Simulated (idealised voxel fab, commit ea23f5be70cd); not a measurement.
voxel self aligned vias: a process module
Square cell edge 5 nm, section width 250 nm, ID cut.
How to read a cross-section here: the picture is a grid of square cells, written as bands going from the top down, and any band can span one or more rows of cells. Heads up on the band format: heights come first, top then bottom, in nm. After that it's the materials left to right, each with its width in nm. A single material flagged "all across" fills the whole band edge to edge, and "empty" means there's empty space there. Zero point of the height axis is 0; under it, received wafer = one material. Lowest band: continues down indefinitely, "0 nm and below". A width given as "30..40" starts at the first number in the band's top row and ends at the second number in its bottom row, shifting by an equal amount at every step from row to row. For the purposes of this document, the phrase "identical to before" attached to a step denotes that no cell within the cross-section was modified by that step. Look at "Sealed-off cavities" for the closed voids: empty spaces with no open path to the top, sized 8 cells or up. Each is width x height at distance, distance from the left edge, all nm. Heads up: the bit after the settings on a step's line is the simulator's remark on that step. "overlay nm", when on a step's line for a step with a mask, measures how far to the right of its planned place the mask lay; a negative measure means to the left.

-- The following list gives the planned process steps
1) RECEIVE, material Si
2) CONFORMAL_DEP, material SiO2, thk nm 15
3) CONFORMAL_DEP, material SiCN, thk nm 5
4) DIRECTIONAL_DEP, material SiO2, thk nm 30
5) DIRECTIONAL_DEP, material aC, thk nm 15
6) PATTERN, tone open, mask id LINES, material resist, width nm 30, pitch nm 75, thk nm 35, overlay nm 0
7) DIRECTIONAL_ETCH, etch materials aC, depth nm 15
8) STRIP, etch materials resist
9) DIRECTIONAL_ETCH, etch materials SiO2, depth nm 30
10) STRIP, etch materials aC
11) CONFORMAL_DEP, material TiN, thk nm 5
12) FILL_DEP, material W, thk nm 10
13) CMP, height nm 50
14) SELECTIVE_ETCH, etch materials W Ru TiN, depth nm 5
15) FILL_DEP, material SiN, thk nm 5
16) CMP, height nm 50
17) DIRECTIONAL_DEP, material SiO2, thk nm 20
18) PATTERN, tone open, mask id VIAS, material resist, width nm 50, pitch nm 150, thk nm 15, overlay nm 0
19) DIRECTIONAL_ETCH, etch materials SiO2, depth nm 20
20) DIRECTIONAL_ETCH, etch materials SiN, depth nm 5
21) STRIP, etch materials resist
22) CONFORMAL_DEP, material TiN, thk nm 5
23) FILL_DEP, material Cu, thk nm 10
24) CMP, height nm 70
25) CONFORMAL_DEP, material SiN, thk nm 5

-- Wafer as received: cross-section following step 1
- 0 nm and below: Si all across
- Sealed-off cavities: none

-- Figure: cross-sectional view of the wafer upon completion of the module, processed from the initial state and according to the plan depicted above, with one error introduced during execution
- 75 nm to 70 nm: SiN all across
- 70 nm to 55 nm: SiO2: 25 | TiN: 5 | Cu: 40 | TiN: 5 | SiO2: 100 | TiN: 5 | Cu: 40 | TiN: 5 | SiO2: 25
- 55 nm to 50 nm: SiO2: 25 | TiN: 20 | Cu: 10 | TiN: 20 | SiO2: 100 | TiN: 20 | Cu: 10 | TiN: 20 | SiO2: 25
- 50 nm to 45 nm: SiO2: 40 | TiN: 20 | SiO2: 55 | SiN: 20 | SiO2: 55 | TiN: 20 | SiO2: 40
- 45 nm to 25 nm: SiO2: 40 | TiN: 5 | W: 10 | TiN: 5 | SiO2: 55 | TiN: 5 | W: 10 | TiN: 5 | SiO2: 55 | TiN: 5 | W: 10 | TiN: 5 | SiO2: 40
- 25 nm to 20 nm: SiO2: 40 | TiN: 20 | SiO2: 55 | TiN: 20 | SiO2: 55 | TiN: 20 | SiO2: 40
- 20 nm to 15 nm: SiCN all across
- 15 nm to 0 nm: SiO2 all across
- 0 nm and below: Si all across
- Sealed-off cavities: none
Plan not followed: step 6 deviated from plan and actually ran as PATTERN, tone open, mask id LINES, material resist, width nm 20, pitch nm 75, thk nm 35, overlay nm 0
